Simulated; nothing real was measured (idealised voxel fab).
Process module heading - voxel released beams
The width of the displayed cross-section, cut, is 200 nm; its cells are square, with a size of 5 nm.
Throughout this document, each cross-section is represented as a grid of square cells and is presented as a sequence of bands enumerated from the top downward, where a band comprises one or more rows of cells.
The band entry comprises the height of the band's top followed by the height of its bottom, expressed in nm, and subsequently the band's materials from left to right, each stated together with its width in nm. Where a single material is marked with the word "full width", that material fills the band from edge to edge. The word "air" represents empty space.
The level at which height equals 0 is the one under which the wafer, as it arrives, is entirely one material. No lower edge exists for the bottom band, which continues downward and is notated as in "0 and below".
The two numbers in a width such as "30->40" mark its ends across the band: the first belongs to the top row of cells, the second to the bottom row, and from each row to the next the width moves by the same amount.
"nothing different" (step): cross-section cells unchanged, all of them.
Heads up: "Closed void register" only lists the empty pockets with no open path to the top that are 8 cells or more, and it writes them as width x height at distance, distance from the left edge, in nm.
What comes after the settings on a step's line is commentary from the simulator itself on that step.
"overlay nm" denotes, for a step that has a mask, the displacement of the mask to the right of its planned place, with negative values corresponding to the left.
**Process steps - plan**
1,RECEIVE with material Si
2,CONFORMAL_DEP with material Al2O3, thk nm 10
3,DIRECTIONAL_DEP with material SiO2, thk nm 20
4,MASKED_ETCH with tone open, mask id ANCHOR, width nm 25, etch materials SiO2, depth nm 20, overlay nm 0
5,CONFORMAL_DEP with material polySi, thk nm 10
6,MASKED_ETCH with tone cover, mask id BEAM, width nm 75, etch materials polySi, depth nm 10, overlay nm 0
7,STRIP with etch materials SiO2
**Cross-section: wafer on arrival = after step 1**
    0 and below | Si full width
    Closed void register: none
**Module complete - cross-section of the first of two wafers, run according to plan**
    40 down to 30 | 60 air, 15 polySi, 5 air, 55 polySi, 65 air
    30 down to 20 | 65 air, 10 polySi, 5 air, 10 polySi, 110 air
    20 down to 10 | 65 air, 25 polySi, 110 air
    10 down to 0 | Al2O3 full width
    0 and below | Si full width
    Closed void register: none
**The second wafer, shown in cross-section after the module: started the same way as the first and given the same plan, yet one mistake crept into how it was run**
    20 down to 10 | 60 air, 75 polySi, 65 air
    10 down to 0 | Al2O3 full width
    0 and below | Si full width
    Closed void register: none
Processing error: step 3 was dropped from the plan's execution and never run
FYI, end of process, the second wafer has more or fewer cells of some materials than the first: 16 fewer of polySi
